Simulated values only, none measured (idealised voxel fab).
process module | voxel spacer lines
cross-section cut | 300 nm wide | cells 5 nm
A cross-section is a grid of square cells, given in bands from the top down. A band is one or more rows of cells.
Each band's line starts with the height of the band's top and of its bottom, in nm. Then come its materials from left to right, each with its width in nm. One material with "throughout" fills the band from edge to edge. "air" is empty space.
Height 0 is the level under which the wafer as received is all one material. The lowest band goes on downwards, as in "0 down".
A width such as "30 to 40" changes by the same amount from each row of cells to the next, from the band's top row to its bottom row.
"no change" after a step means that no cell of the cross-section changed.
closed voids: empty space of 8 cells or more with no open way to the top, each as width x height at its distance from the left edge, in nm
after a step's settings: what the simulator itself notes on the step
overlay nm, on a step with a mask: how far to the right of its planned place the mask lay; to the left if negative
plan
1 op RECEIVE | material Si
2 op CONFORMAL_DEP | material Al2O3 | thk nm 10
3 op DIRECTIONAL_DEP | material polySi | thk nm 15
4 op DIRECTIONAL_DEP | material aC | thk nm 30
5 op PATTERN | tone cover | mask id MANDREL | material resist | width nm 15 | pitch nm 50 | thk nm 40 | overlay nm -15
6 op DIRECTIONAL_ETCH | etch materials aC | depth nm 30
7 op STRIP | etch materials resist
8 op CONFORMAL_DEP | material SiO2 | thk nm 10
9 op DIRECTIONAL_ETCH | etch materials SiO2 | depth nm 10
10 op STRIP | etch materials aC
11 op DIRECTIONAL_ETCH | etch materials polySi | depth nm 15
12 op STRIP | etch materials SiO2
varied across the wafers: overlay nm of step 5. The plan shows the first wafer's value. All wafers start alike
first wafer as received, after step 1
  0 down: Si throughout
  closed voids: none
first wafer at the end, after step 12
  25 to 10: air 90 | polySi 10 | air 15 | polySi 10 | air 15 | polySi 10 | air 15 | polySi 10 | air 125
  10 to 0: Al2O3 throughout
  0 down: Si throughout
  closed voids: none
last wafer at the end
  25 to 10: air 120 | polySi 10 | air 15 | polySi 10 | air 15 | polySi 10 | air 15 | polySi 10 | air 95
  10 to 0: Al2O3 throughout
  0 down: Si throughout
  closed voids: none
each wafer at the end: cells of each material gained (+) or lost (-) since it was received, then its closed voids
overlay nm -15 | +120 Al2O3 | +24 polySi | closed voids: none
overlay nm -10 | +120 Al2O3 | +24 polySi | closed voids: none
overlay nm -5 | +120 Al2O3 | +24 polySi | closed voids: none
overlay nm 0 | +120 Al2O3 | +24 polySi | closed voids: none
overlay nm 5 | +120 Al2O3 | +24 polySi | closed voids: none
overlay nm 10 | +120 Al2O3 | +24 polySi | closed voids: none
overlay nm 15 | +120 Al2O3 | +24 polySi | closed voids: none
